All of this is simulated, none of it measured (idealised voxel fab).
This section sets out a process module, namely voxel transistor to metal.
The cross-section on display is named cut; it measures 150 nm wide, and its cells are 5 nm squares.
Cross-section spec: square-cell grid; bands listed top down; each band is one or more rows.
Heads up on the band format: heights come first, top then bottom, in nm. After that it's the materials left to right, each with its width in nm. A single material flagged "everywhere" fills the whole band edge to edge, and "blank" means there's empty space there.
The level at which height equals 0 is the one under which the wafer, as it arrives, is entirely one material. No lower edge exists for the bottom band, which continues downward and is notated as in "0 down".
Width "30 to 40": first value at the band's top row of cells, second value at its bottom row, equal change from row to row.
Any step labelled "no change" changed none of the cells in the cross-section.
Entry "Closed cavities" = empty spaces >= 8 cells with no open way to the top; each as width x height at distance, distance from left edge, all nm.
The remark found on a step's line after its settings is issued by the simulator itself and pertains to that step.
overlay nm, on a step with a mask: how far to the right of its planned place the mask lay; to the left if negative
Listed below are the process steps as planned
1. RECEIVE with material Si
2. OXIDIZE with depth nm 5
3. CONFORMAL_DEP with material SiN, thk nm 15
4. PATTERN with tone cover, mask id ACTIVE, material resist, width nm 90, thk nm 20, overlay nm 0
5. DIRECTIONAL_ETCH with etch materials SiN, depth nm 15
6. DIRECTIONAL_ETCH with etch materials SiO2, depth nm 5
7. DIRECTIONAL_ETCH with etch materials Si, depth nm 25
8. STRIP with etch materials resist
9. FILL_DEP with material SiO2, thk nm 5
10. CMP with height nm 15
11. SELECTIVE_ETCH with etch materials SiO2, depth nm 15
12. STRIP with etch materials SiN
13. SELECTIVE_ETCH with etch materials SiO2, depth nm 5
14. OXIDIZE with depth nm 5
15. DIRECTIONAL_DEP with material polySi, thk nm 25
16. DIRECTIONAL_DEP with material SiCN, thk nm 15
17. MASKED_ETCH with tone cover, mask id GATE, width nm 20, etch materials SiCN, depth nm 25, overlay nm 0
18. MASKED_ETCH with tone cover, mask id GATE, width nm 20, etch materials polySi, depth nm 35, overlay nm 0
19. CONFORMAL_DEP with material SiN, thk nm 10
20. DIRECTIONAL_ETCH with etch materials SiN, depth nm 10
21. DIRECTIONAL_ETCH with etch materials SiO2, depth nm 5
22. DIRECTIONAL_ETCH with etch materials Si, depth nm 5
23. EPI with material SiGe, thk nm 10
24. FILL_DEP with material SiO2, thk nm 5
25. CMP with height nm 35
26. DIRECTIONAL_DEP with material SiO2, thk nm 15
27. PATTERN with tone open, mask id CONTACT, material resist, width nm 15, pitch nm 65, thk nm 20, overlay nm 0
28. DIRECTIONAL_ETCH with etch materials SiO2, depth nm 55
29. STRIP with etch materials resist
30. CONFORMAL_DEP with material TiN, thk nm 5
31. FILL_DEP with material W, thk nm 10
32. CMP with height nm 50
33. DIRECTIONAL_DEP with material TiN, thk nm 5
34. DIRECTIONAL_DEP with material Ru, thk nm 25
35. DIRECTIONAL_DEP with material aC, thk nm 10
36. PATTERN with tone cover, mask id METAL_1, material resist, width nm 15, pitch nm 65, thk nm 25, overlay nm 0
37. DIRECTIONAL_ETCH with etch materials aC, depth nm 10
38. STRIP with etch materials resist
39. DIRECTIONAL_ETCH with etch materials Ru, depth nm 25
40. DIRECTIONAL_ETCH with etch materials TiN, depth nm 5
41. STRIP with etch materials aC
42. CONFORMAL_DEP with material SiN, thk nm 5
43. FILL_DEP with material SiO2, thk nm 5
44. CMP with height nm 80
45. CONFORMAL_DEP with material SiCN, thk nm 5
46. DIRECTIONAL_DEP with material SiO2, thk nm 35
47. PATTERN with tone open, mask id METAL_2, material resist, width nm 15, pitch nm 65, thk nm 20, overlay nm 0
48. DIRECTIONAL_ETCH with etch materials SiO2, depth nm 20
49. STRIP with etch materials resist
50. PATTERN with tone open, mask id METAL_2_HOLES, material resist, width nm 15, pitch nm 65, thk nm 20, overlay nm 0
51. DIRECTIONAL_ETCH with etch materials SiO2, depth nm 15
52. DIRECTIONAL_ETCH with etch materials SiCN, depth nm 5
53. STRIP with etch materials resist
54. CONFORMAL_DEP with material TiN, thk nm 5
55. FILL_DEP with material Ru, thk nm 10
56. CMP with height nm 120
57. CONFORMAL_DEP with material SiN, thk nm 5
So, the first of our two wafers, run just as we planned it
Cross-section of the wafer as it came to us, i.e., already through step 1
* 0 down = Si everywhere
* Closed cavities: none
after step 2
* 0 to -5 = SiO2 everywhere
* Below -5, no change.
after step 3
* 15 to 0 = SiN everywhere
* Below 0, no change.
after step 4
* 35 to 15 = 30 blank, 90 resist, 30 blank
* Below 15, no change.
after step 5
* 35 to 15 = 30 blank, 90 resist, 30 blank
* 15 to 0 = 30 blank, 90 SiN, 30 blank
* Below 0, no change.
after step 6
* 35 to 15 = 30 blank, 90 resist, 30 blank
* 15 to 0 = 30 blank, 90 SiN, 30 blank
* 0 to -5 = 30 blank, 90 SiO2, 30 blank
* Below -5, no change.
after step 7
* 35 to 15 = 30 blank, 90 resist, 30 blank
* 15 to 0 = 30 blank, 90 SiN, 30 blank
* 0 to -5 = 30 blank, 90 SiO2, 30 blank
* -5 to -30 = 30 blank, 90 Si, 30 blank
* Below -30, no change.
after step 8
* 15 to 0 = 30 blank, 90 SiN, 30 blank
* Below 0, no change.
after step 9
* 20 to 15 = SiO2 everywhere
* 15 to 0 = 30 SiO2, 90 SiN, 30 SiO2
* 0 to -5 = SiO2 everywhere
* -5 to -30 = 30 SiO2, 90 Si, 30 SiO2
* Below -30, no change.
after step 10
* 15 to 0 = 30 SiO2, 90 SiN, 30 SiO2
* Below 0, no change.
after step 11
* 15 to 0 = 30 blank, 90 SiN, 30 blank
* Below 0, no change.
after step 12
* 0 to -5 = SiO2 everywhere
* Below -5, no change.
after step 13
* -5 to -30 = 30 SiO2, 90 Si, 30 SiO2
* Below -30, no change.
after step 14
* -5 to -10 = SiO2 everywhere
* Below -10, no change.
after step 15
* 20 to -5 = polySi everywhere
* Below -5, no change.
after step 16
* 35 to 20 = SiCN everywhere
* Below 20, no change.
after step 17
* 35 to 20 = 65 blank, 20 SiCN, 65 blank
* Below 20, no change.
after step 18
* 35 to 20 = 65 blank, 20 SiCN, 65 blank
* 20 to -5 = 65 blank, 20 polySi, 65 blank
* Below -5, no change.
after step 19
* 45 to 35 = 55 blank, 40 SiN, 55 blank
* 35 to 20 = 55 blank, 10 SiN, 20 SiCN, 10 SiN, 55 blank
* 20 to 5 = 55 blank, 10 SiN, 20 polySi, 10 SiN, 55 blank
* 5 to -5 = 65 SiN, 20 polySi, 65 SiN
* Below -5, no change.
after step 20
* 35 to 20 = 55 blank, 10 SiN, 20 SiCN, 10 SiN, 55 blank
* 20 to -5 = 55 blank, 10 SiN, 20 polySi, 10 SiN, 55 blank
* Below -5, no change.
after step 21
* 35 to 20 = 55 blank, 10 SiN, 20 SiCN, 10 SiN, 55 blank
* 20 to -5 = 55 blank, 10 SiN, 20 polySi, 10 SiN, 55 blank
* -5 to -10 = 55 blank, 40 SiO2, 55 blank
* Below -10, no change.
after step 22
* 35 to 20 = 55 blank, 10 SiN, 20 SiCN, 10 SiN, 55 blank
* 20 to -5 = 55 blank, 10 SiN, 20 polySi, 10 SiN, 55 blank
* -5 to -10 = 55 blank, 40 SiO2, 55 blank
* -10 to -15 = 30 SiO2, 25 blank, 40 Si, 25 blank, 30 SiO2
* Below -15, no change.
after step 23
* 35 to 20 = 55 blank, 10 SiN, 20 SiCN, 10 SiN, 55 blank
* 20 to 0 = 55 blank, 10 SiN, 20 polySi, 10 SiN, 55 blank
* 0 to -5 = 45 blank, 10 SiGe, 10 SiN, 20 polySi, 10 SiN, 10 SiGe, 45 blank
* -5 to -10 = 25 blank, 30 SiGe, 40 SiO2, 30 SiGe, 25 blank
* -10 to -15 = 30 SiO2, 25 SiGe, 40 Si, 25 SiGe, 30 SiO2
* Below -15, no change.
after step 24
* 40 to 35 = SiO2 everywhere
* 35 to 20 = 55 SiO2, 10 SiN, 20 SiCN, 10 SiN, 55 SiO2
* 20 to 0 = 55 SiO2, 10 SiN, 20 polySi, 10 SiN, 55 SiO2
* 0 to -5 = 45 SiO2, 10 SiGe, 10 SiN, 20 polySi, 10 SiN, 10 SiGe, 45 SiO2
* -5 to -10 = 25 SiO2, 30 SiGe, 40 SiO2, 30 SiGe, 25 SiO2
* Below -10, no change.
after step 25
* 35 to 20 = 55 SiO2, 10 SiN, 20 SiCN, 10 SiN, 55 SiO2
* Below 20, no change.
after step 26
* 50 to 35 = SiO2 everywhere
* Below 35, no change.
after step 27
* 70 to 50 = 35 resist, 15 blank, 50 resist, 15 blank, 35 resist
* Below 50, no change.
after step 28
* 70 to 50 = 35 resist, 15 blank, 50 resist, 15 blank, 35 resist
* 50 to 35 = 35 SiO2, 15 blank, 50 SiO2, 15 blank, 35 SiO2
* 35 to 20 = 35 SiO2, 15 blank, 5 SiO2, 10 SiN, 20 SiCN, 10 SiN, 5 SiO2, 15 blank, 35 SiO2
* 20 to 0 = 35 SiO2, 15 blank, 5 SiO2, 10 SiN, 20 polySi, 10 SiN, 5 SiO2, 15 blank, 35 SiO2
* 0 to -5 = 35 SiO2, 10 blank, 10 SiGe, 10 SiN, 20 polySi, 10 SiN, 10 SiGe, 10 blank, 35 SiO2
* Below -5, no change.
after step 29
* 50 to 35 = 35 SiO2, 15 blank, 50 SiO2, 15 blank, 35 SiO2
* Below 35, no change.
after step 30
* 55 to 50 = 40 TiN, 5 blank, 60 TiN, 5 blank, 40 TiN
* 50 to 35 = 35 SiO2, 5 TiN, 5 blank, 5 TiN, 50 SiO2, 5 TiN, 5 blank, 5 TiN, 35 SiO2
* 35 to 20 = 35 SiO2, 5 TiN, 5 blank, 5 TiN, 5 SiO2, 10 SiN, 20 SiCN, 10 SiN, 5 SiO2, 5 TiN, 5 blank, 5 TiN, 35 SiO2
* 20 to 5 = 35 SiO2, 5 TiN, 5 blank, 5 TiN, 5 SiO2, 10 SiN, 20 polySi, 10 SiN, 5 SiO2, 5 TiN, 5 blank, 5 TiN, 35 SiO2
* 5 to 0 = 35 SiO2, 15 TiN, 5 SiO2, 10 SiN, 20 polySi, 10 SiN, 5 SiO2, 15 TiN, 35 SiO2
* 0 to -5 = 35 SiO2, 10 TiN, 10 SiGe, 10 SiN, 20 polySi, 10 SiN, 10 SiGe, 10 TiN, 35 SiO2
* Below -5, no change.
after step 31
* 65 to 55 = W everywhere
* 55 to 50 = 40 TiN, 5 W, 60 TiN, 5 W, 40 TiN
* 50 to 35 = 35 SiO2, 5 TiN, 5 W, 5 TiN, 50 SiO2, 5 TiN, 5 W, 5 TiN, 35 SiO2
* 35 to 20 = 35 SiO2, 5 TiN, 5 W, 5 TiN, 5 SiO2, 10 SiN, 20 SiCN, 10 SiN, 5 SiO2, 5 TiN, 5 W, 5 TiN, 35 SiO2
* 20 to 5 = 35 SiO2, 5 TiN, 5 W, 5 TiN, 5 SiO2, 10 SiN, 20 polySi, 10 SiN, 5 SiO2, 5 TiN, 5 W, 5 TiN, 35 SiO2
* Below 5, no change.
after step 32
* 50 to 35 = 35 SiO2, 5 TiN, 5 W, 5 TiN, 50 SiO2, 5 TiN, 5 W, 5 TiN, 35 SiO2
* Below 35, no change.
after step 33
* 55 to 50 = TiN everywhere
* Below 50, no change.
after step 34
* 80 to 55 = Ru everywhere
* Below 55, no change.
after step 35
* 90 to 80 = aC everywhere
* Below 80, no change.
after step 36
* 115 to 90 = 35 blank, 15 resist, 50 blank, 15 resist, 35 blank
* Below 90, no change.
after step 37
* 105 to 90 = 35 blank, 15 resist, 50 blank, 15 resist, 35 blank
* 90 to 80 = 35 blank, 15 aC, 50 blank, 15 aC, 35 blank
* Below 80, no change.
after step 38
* 90 to 80 = 35 blank, 15 aC, 50 blank, 15 aC, 35 blank
* Below 80, no change.
after step 39
* 90 to 80 = 35 blank, 15 aC, 50 blank, 15 aC, 35 blank
* 80 to 55 = 35 blank, 15 Ru, 50 blank, 15 Ru, 35 blank
* Below 55, no change.
after step 40
* 90 to 80 = 35 blank, 15 aC, 50 blank, 15 aC, 35 blank
* 80 to 55 = 35 blank, 15 Ru, 50 blank, 15 Ru, 35 blank
* 55 to 50 = 35 blank, 15 TiN, 50 blank, 15 TiN, 35 blank
* Below 50, no change.
after step 41
* 80 to 55 = 35 blank, 15 Ru, 50 blank, 15 Ru, 35 blank
* Below 55, no change.
after step 42
* 85 to 80 = 30 blank, 25 SiN, 40 blank, 25 SiN, 30 blank
* 80 to 55 = 30 blank, 5 SiN, 15 Ru, 5 SiN, 40 blank, 5 SiN, 15 Ru, 5 SiN, 30 blank
* 55 to 50 = 35 SiN, 15 TiN, 50 SiN, 15 TiN, 35 SiN
* Below 50, no change.
after step 43
* 90 to 85 = SiO2 everywhere
* 85 to 80 = 30 SiO2, 25 SiN, 40 SiO2, 25 SiN, 30 SiO2
* 80 to 55 = 30 SiO2, 5 SiN, 15 Ru, 5 SiN, 40 SiO2, 5 SiN, 15 Ru, 5 SiN, 30 SiO2
* Below 55, no change.
after step 44
* 80 to 55 = 30 SiO2, 5 SiN, 15 Ru, 5 SiN, 40 SiO2, 5 SiN, 15 Ru, 5 SiN, 30 SiO2
* Below 55, no change.
after step 45
* 85 to 80 = SiCN everywhere
* Below 80, no change.
after step 46
* 120 to 85 = SiO2 everywhere
* Below 85, no change.
after step 47
* 140 to 120 = 35 resist, 15 blank, 50 resist, 15 blank, 35 resist
* Below 120, no change.
after step 48
* 140 to 120 = 35 resist, 15 blank, 50 resist, 15 blank, 35 resist
* 120 to 100 = 35 SiO2, 15 blank, 50 SiO2, 15 blank, 35 SiO2
* Below 100, no change.
after step 49
* 120 to 100 = 35 SiO2, 15 blank, 50 SiO2, 15 blank, 35 SiO2
* Below 100, no change.
after step 50
* 140 to 120 = 35 resist, 15 blank, 50 resist, 15 blank, 35 resist
* Below 120, no change.
after step 51
* 140 to 120 = 35 resist, 15 blank, 50 resist, 15 blank, 35 resist
* 120 to 85 = 35 SiO2, 15 blank, 50 SiO2, 15 blank, 35 SiO2
* Below 85, no change.
after step 52
* 140 to 120 = 35 resist, 15 blank, 50 resist, 15 blank, 35 resist
* 120 to 85 = 35 SiO2, 15 blank, 50 SiO2, 15 blank, 35 SiO2
* 85 to 80 = 35 SiCN, 15 blank, 50 SiCN, 15 blank, 35 SiCN
* Below 80, no change.
after step 53
* 120 to 85 = 35 SiO2, 15 blank, 50 SiO2, 15 blank, 35 SiO2
* Below 85, no change.
after step 54
* 125 to 120 = 40 TiN, 5 blank, 60 TiN, 5 blank, 40 TiN
* 120 to 85 = 35 SiO2, 5 TiN, 5 blank, 5 TiN, 50 SiO2, 5 TiN, 5 blank, 5 TiN, 35 SiO2
* 85 to 80 = 35 SiCN, 15 TiN, 50 SiCN, 15 TiN, 35 SiCN
* Below 80, no change.
after step 55
* 135 to 125 = Ru everywhere
* 125 to 120 = 40 TiN, 5 Ru, 60 TiN, 5 Ru, 40 TiN
* 120 to 85 = 35 SiO2, 5 TiN, 5 Ru, 5 TiN, 50 SiO2, 5 TiN, 5 Ru, 5 TiN, 35 SiO2
* Below 85, no change.
after step 56
* 120 to 85 = 35 SiO2, 5 TiN, 5 Ru, 5 TiN, 50 SiO2, 5 TiN, 5 Ru, 5 TiN, 35 SiO2
* Below 85, no change.
after step 57
* 125 to 120 = SiN everywhere
* Below 120, no change.
Second wafer: same start and same plan as the first, one execution error; identical to the first through step 10
Cross-sectional view of the second wafer at the intended end time of process step 11
* 15 to 0 = 30 SiO2, 90 blank, 30 SiO2
* Below 0, no change.
Cross-sectional view of the second wafer at the intended end time of process step 12
* 0 to -5 = 15 SiO2, 120 blank, 15 SiO2
* -5 to -15 = 15 SiO2, 15 blank, 90 Si, 15 blank, 15 SiO2
* Below -15, no change.
Cross-sectional view of the second wafer at the intended end time of process step 13
* -5 to -20 = 10 SiO2, 20 blank, 90 Si, 20 blank, 10 SiO2
* Below -20, no change.
Cross-sectional view of the second wafer at the intended end time of process step 14
* -5 to -10 = 10 SiO2, 20 blank, 90 SiO2, 20 blank, 10 SiO2
* -10 to -20 = 10 SiO2, 20 blank, 5 SiO2, 80 Si, 5 SiO2, 20 blank, 10 SiO2
* -20 to -30 = 35 to 30 SiO2, 80 to 90 Si, 35 to 30 SiO2
* Below -30, no change.
Cross-sectional view of the second wafer at the intended end time of process step 15
* 20 to 5 = 10 polySi, 20 blank, 90 polySi, 20 blank, 10 polySi
* 5 to -5 = polySi everywhere
* -5 to -10 = 10 SiO2, 20 polySi, 90 SiO2, 20 polySi, 10 SiO2
* -10 to -20 = 10 SiO2, 20 polySi, 5 SiO2, 80 Si, 5 SiO2, 20 polySi, 10 SiO2
* Below -20, no change.
Cross-sectional view of the second wafer at the intended end time of process step 16
* 35 to 20 = 10 SiCN, 20 blank, 90 SiCN, 20 blank, 10 SiCN
* 20 to 5 = 10 polySi, 20 SiCN, 90 polySi, 20 SiCN, 10 polySi
* Below 5, no change.
Cross-sectional view of the second wafer at the intended end time of process step 17
* 35 to 20 = 65 blank, 20 SiCN, 65 blank
* 20 to 5 = 10 polySi, 20 blank, 90 polySi, 20 blank, 10 polySi
* Below 5, no change.
Cross-sectional view of the second wafer at the intended end time of process step 18
* 35 to 20 = 65 blank, 20 SiCN, 65 blank
* 20 to -5 = 65 blank, 20 polySi, 65 blank
* -5 to -10 = 10 SiO2, 20 blank, 90 SiO2, 20 blank, 10 SiO2
* -10 to -20 = 10 SiO2, 20 blank, 5 SiO2, 80 Si, 5 SiO2, 20 blank, 10 SiO2
* Below -20, no change.
Cross-sectional view of the second wafer at the intended end time of process step 19
* 45 to 35 = 55 blank, 40 SiN, 55 blank
* 35 to 20 = 55 blank, 10 SiN, 20 SiCN, 10 SiN, 55 blank
* 20 to 5 = 55 blank, 10 SiN, 20 polySi, 10 SiN, 55 blank
* 5 to -5 = 65 SiN, 20 polySi, 65 SiN
* -5 to -10 = 10 SiO2, 20 SiN, 90 SiO2, 20 SiN, 10 SiO2
* -10 to -20 = 10 SiO2, 20 SiN, 5 SiO2, 80 Si, 5 SiO2, 20 SiN, 10 SiO2
* Below -20, no change.
Cross-sectional view of the second wafer at the intended end time of process step 20
* 35 to 20 = 55 blank, 10 SiN, 20 SiCN, 10 SiN, 55 blank
* 20 to -5 = 55 blank, 10 SiN, 20 polySi, 10 SiN, 55 blank
* Below -5, no change.
Cross-sectional view of the second wafer at the intended end time of process step 21
* 35 to 20 = 55 blank, 10 SiN, 20 SiCN, 10 SiN, 55 blank
* 20 to -5 = 55 blank, 10 SiN, 20 polySi, 10 SiN, 55 blank
* -5 to -10 = 10 blank, 20 SiN, 25 blank, 40 SiO2, 25 blank, 20 SiN, 10 blank
* Below -10, no change.
Cross-sectional view of the second wafer at the intended end time of process step 22
* 35 to 20 = 55 blank, 10 SiN, 20 SiCN, 10 SiN, 55 blank
* 20 to -5 = 55 blank, 10 SiN, 20 polySi, 10 SiN, 55 blank
* -5 to -10 = 10 blank, 20 SiN, 25 blank, 40 SiO2, 25 blank, 20 SiN, 10 blank
* -10 to -15 = 10 SiO2, 20 SiN, 5 SiO2, 20 blank, 40 Si, 20 blank, 5 SiO2, 20 SiN, 10 SiO2
* Below -15, no change.
Cross-sectional view of the second wafer at the intended end time of process step 23
* 35 to 20 = 55 blank, 10 SiN, 20 SiCN, 10 SiN, 55 blank
* 20 to 0 = 55 blank, 10 SiN, 20 polySi, 10 SiN, 55 blank
* 0 to -5 = 45 blank, 10 SiGe, 10 SiN, 20 polySi, 10 SiN, 10 SiGe, 45 blank
* -5 to -10 = 10 blank, 20 SiN, 25 SiGe, 40 SiO2, 25 SiGe, 20 SiN, 10 blank
* -10 to -15 = 10 SiO2, 20 SiN, 5 SiO2, 20 SiGe, 40 Si, 20 SiGe, 5 SiO2, 20 SiN, 10 SiO2
* Below -15, no change.
Cross-sectional view of the second wafer at the intended end time of process step 24
* 40 to 35 = SiO2 everywhere
* 35 to 20 = 55 SiO2, 10 SiN, 20 SiCN, 10 SiN, 55 SiO2
* 20 to 0 = 55 SiO2, 10 SiN, 20 polySi, 10 SiN, 55 SiO2
* 0 to -5 = 45 SiO2, 10 SiGe, 10 SiN, 20 polySi, 10 SiN, 10 SiGe, 45 SiO2
* -5 to -10 = 10 SiO2, 20 SiN, 25 SiGe, 40 SiO2, 25 SiGe, 20 SiN, 10 SiO2
* Below -10, no change.
Cross-sectional view of the second wafer at the intended end time of process step 25
* 35 to 20 = 55 SiO2, 10 SiN, 20 SiCN, 10 SiN, 55 SiO2
* Below 20, no change.
Cross-sectional view of the second wafer at the intended end time of process step 26
* 50 to 35 = SiO2 everywhere
* Below 35, no change.
Cross-sectional view of the second wafer at the intended end time of process step 27
* 70 to 50 = 35 resist, 15 blank, 50 resist, 15 blank, 35 resist
* Below 50, no change.
Cross-sectional view of the second wafer at the intended end time of process step 28
* 70 to 50 = 35 resist, 15 blank, 50 resist, 15 blank, 35 resist
* 50 to 35 = 35 SiO2, 15 blank, 50 SiO2, 15 blank, 35 SiO2
* 35 to 20 = 35 SiO2, 15 blank, 5 SiO2, 10 SiN, 20 SiCN, 10 SiN, 5 SiO2, 15 blank, 35 SiO2
* 20 to 0 = 35 SiO2, 15 blank, 5 SiO2, 10 SiN, 20 polySi, 10 SiN, 5 SiO2, 15 blank, 35 SiO2
* 0 to -5 = 35 SiO2, 10 blank, 10 SiGe, 10 SiN, 20 polySi, 10 SiN, 10 SiGe, 10 blank, 35 SiO2
* Below -5, no change.
Cross-sectional view of the second wafer at the intended end time of process step 29
* 50 to 35 = 35 SiO2, 15 blank, 50 SiO2, 15 blank, 35 SiO2
* Below 35, no change.
Cross-sectional view of the second wafer at the intended end time of process step 30
* 55 to 50 = 40 TiN, 5 blank, 60 TiN, 5 blank, 40 TiN
* 50 to 35 = 35 SiO2, 5 TiN, 5 blank, 5 TiN, 50 SiO2, 5 TiN, 5 blank, 5 TiN, 35 SiO2
* 35 to 20 = 35 SiO2, 5 TiN, 5 blank, 5 TiN, 5 SiO2, 10 SiN, 20 SiCN, 10 SiN, 5 SiO2, 5 TiN, 5 blank, 5 TiN, 35 SiO2
* 20 to 5 = 35 SiO2, 5 TiN, 5 blank, 5 TiN, 5 SiO2, 10 SiN, 20 polySi, 10 SiN, 5 SiO2, 5 TiN, 5 blank, 5 TiN, 35 SiO2
* 5 to 0 = 35 SiO2, 15 TiN, 5 SiO2, 10 SiN, 20 polySi, 10 SiN, 5 SiO2, 15 TiN, 35 SiO2
* 0 to -5 = 35 SiO2, 10 TiN, 10 SiGe, 10 SiN, 20 polySi, 10 SiN, 10 SiGe, 10 TiN, 35 SiO2
* Below -5, no change.
Cross-sectional view of the second wafer at the intended end time of process step 31
* 65 to 55 = W everywhere
* 55 to 50 = 40 TiN, 5 W, 60 TiN, 5 W, 40 TiN
* 50 to 35 = 35 SiO2, 5 TiN, 5 W, 5 TiN, 50 SiO2, 5 TiN, 5 W, 5 TiN, 35 SiO2
* 35 to 20 = 35 SiO2, 5 TiN, 5 W, 5 TiN, 5 SiO2, 10 SiN, 20 SiCN, 10 SiN, 5 SiO2, 5 TiN, 5 W, 5 TiN, 35 SiO2
* 20 to 5 = 35 SiO2, 5 TiN, 5 W, 5 TiN, 5 SiO2, 10 SiN, 20 polySi, 10 SiN, 5 SiO2, 5 TiN, 5 W, 5 TiN, 35 SiO2
* Below 5, no change.
Cross-sectional view of the second wafer at the intended end time of process step 32
* 50 to 35 = 35 SiO2, 5 TiN, 5 W, 5 TiN, 50 SiO2, 5 TiN, 5 W, 5 TiN, 35 SiO2
* Below 35, no change.
Cross-sectional view of the second wafer at the intended end time of process step 33
* 55 to 50 = TiN everywhere
* Below 50, no change.
Cross-sectional view of the second wafer at the intended end time of process step 34
* 80 to 55 = Ru everywhere
* Below 55, no change.
Cross-sectional view of the second wafer at the intended end time of process step 35
* 90 to 80 = aC everywhere
* Below 80, no change.
Cross-sectional view of the second wafer at the intended end time of process step 36
* 115 to 90 = 35 blank, 15 resist, 50 blank, 15 resist, 35 blank
* Below 90, no change.
Cross-sectional view of the second wafer at the intended end time of process step 37
* 105 to 90 = 35 blank, 15 resist, 50 blank, 15 resist, 35 blank
* 90 to 80 = 35 blank, 15 aC, 50 blank, 15 aC, 35 blank
* Below 80, no change.
Cross-sectional view of the second wafer at the intended end time of process step 38
* 90 to 80 = 35 blank, 15 aC, 50 blank, 15 aC, 35 blank
* Below 80, no change.
Cross-sectional view of the second wafer at the intended end time of process step 39
* 90 to 80 = 35 blank, 15 aC, 50 blank, 15 aC, 35 blank
* 80 to 55 = 35 blank, 15 Ru, 50 blank, 15 Ru, 35 blank
* Below 55, no change.
Cross-sectional view of the second wafer at the intended end time of process step 40
* 90 to 80 = 35 blank, 15 aC, 50 blank, 15 aC, 35 blank
* 80 to 55 = 35 blank, 15 Ru, 50 blank, 15 Ru, 35 blank
* 55 to 50 = 35 blank, 15 TiN, 50 blank, 15 TiN, 35 blank
* Below 50, no change.
Cross-sectional view of the second wafer at the intended end time of process step 41
* 80 to 55 = 35 blank, 15 Ru, 50 blank, 15 Ru, 35 blank
* Below 55, no change.
Cross-sectional view of the second wafer at the intended end time of process step 42
* 85 to 80 = 30 blank, 25 SiN, 40 blank, 25 SiN, 30 blank
* 80 to 55 = 30 blank, 5 SiN, 15 Ru, 5 SiN, 40 blank, 5 SiN, 15 Ru, 5 SiN, 30 blank
* 55 to 50 = 35 SiN, 15 TiN, 50 SiN, 15 TiN, 35 SiN
* Below 50, no change.
Cross-sectional view of the second wafer at the intended end time of process step 43
* 90 to 85 = SiO2 everywhere
* 85 to 80 = 30 SiO2, 25 SiN, 40 SiO2, 25 SiN, 30 SiO2
* 80 to 55 = 30 SiO2, 5 SiN, 15 Ru, 5 SiN, 40 SiO2, 5 SiN, 15 Ru, 5 SiN, 30 SiO2
* Below 55, no change.
Cross-sectional view of the second wafer at the intended end time of process step 44
* 80 to 55 = 30 SiO2, 5 SiN, 15 Ru, 5 SiN, 40 SiO2, 5 SiN, 15 Ru, 5 SiN, 30 SiO2
* Below 55, no change.
Cross-sectional view of the second wafer at the intended end time of process step 45
* 85 to 80 = SiCN everywhere
* Below 80, no change.
Cross-sectional view of the second wafer at the intended end time of process step 46
* 120 to 85 = SiO2 everywhere
* Below 85, no change.
Cross-sectional view of the second wafer at the intended end time of process step 47
* 140 to 120 = 35 resist, 15 blank, 50 resist, 15 blank, 35 resist
* Below 120, no change.
Cross-sectional view of the second wafer at the intended end time of process step 48
* 140 to 120 = 35 resist, 15 blank, 50 resist, 15 blank, 35 resist
* 120 to 100 = 35 SiO2, 15 blank, 50 SiO2, 15 blank, 35 SiO2
* Below 100, no change.
Cross-sectional view of the second wafer at the intended end time of process step 49
* 120 to 100 = 35 SiO2, 15 blank, 50 SiO2, 15 blank, 35 SiO2
* Below 100, no change.
Cross-sectional view of the second wafer at the intended end time of process step 50
* 140 to 120 = 35 resist, 15 blank, 50 resist, 15 blank, 35 resist
* Below 120, no change.
Cross-sectional view of the second wafer at the intended end time of process step 51
* 140 to 120 = 35 resist, 15 blank, 50 resist, 15 blank, 35 resist
* 120 to 85 = 35 SiO2, 15 blank, 50 SiO2, 15 blank, 35 SiO2
* Below 85, no change.
Cross-sectional view of the second wafer at the intended end time of process step 52
* 140 to 120 = 35 resist, 15 blank, 50 resist, 15 blank, 35 resist
* 120 to 85 = 35 SiO2, 15 blank, 50 SiO2, 15 blank, 35 SiO2
* 85 to 80 = 35 SiCN, 15 blank, 50 SiCN, 15 blank, 35 SiCN
* Below 80, no change.
Cross-sectional view of the second wafer at the intended end time of process step 53
* 120 to 85 = 35 SiO2, 15 blank, 50 SiO2, 15 blank, 35 SiO2
* Below 85, no change.
Cross-sectional view of the second wafer at the intended end time of process step 54
* 125 to 120 = 40 TiN, 5 blank, 60 TiN, 5 blank, 40 TiN
* 120 to 85 = 35 SiO2, 5 TiN, 5 blank, 5 TiN, 50 SiO2, 5 TiN, 5 blank, 5 TiN, 35 SiO2
* 85 to 80 = 35 SiCN, 15 TiN, 50 SiCN, 15 TiN, 35 SiCN
* Below 80, no change.
Cross-sectional view of the second wafer at the intended end time of process step 55
* 135 to 125 = Ru everywhere
* 125 to 120 = 40 TiN, 5 Ru, 60 TiN, 5 Ru, 40 TiN
* 120 to 85 = 35 SiO2, 5 TiN, 5 Ru, 5 TiN, 50 SiO2, 5 TiN, 5 Ru, 5 TiN, 35 SiO2
* Below 85, no change.
Cross-sectional view of the second wafer at the intended end time of process step 56
* 120 to 85 = 35 SiO2, 5 TiN, 5 Ru, 5 TiN, 50 SiO2, 5 TiN, 5 Ru, 5 TiN, 35 SiO2
* Below 85, no change.
Cross-sectional view of the second wafer at the intended end time of process step 57
* 125 to 120 = SiN everywhere
* Below 120, no change.
So what did we get wrong on this run? it was found that steps 11 and 12 of the process plan had been performed in exchanged positions
FYI, end of process, the second wafer has more or fewer cells of some materials than the first: -4 Si, -4 SiGe, +24 SiN, -16 SiO2
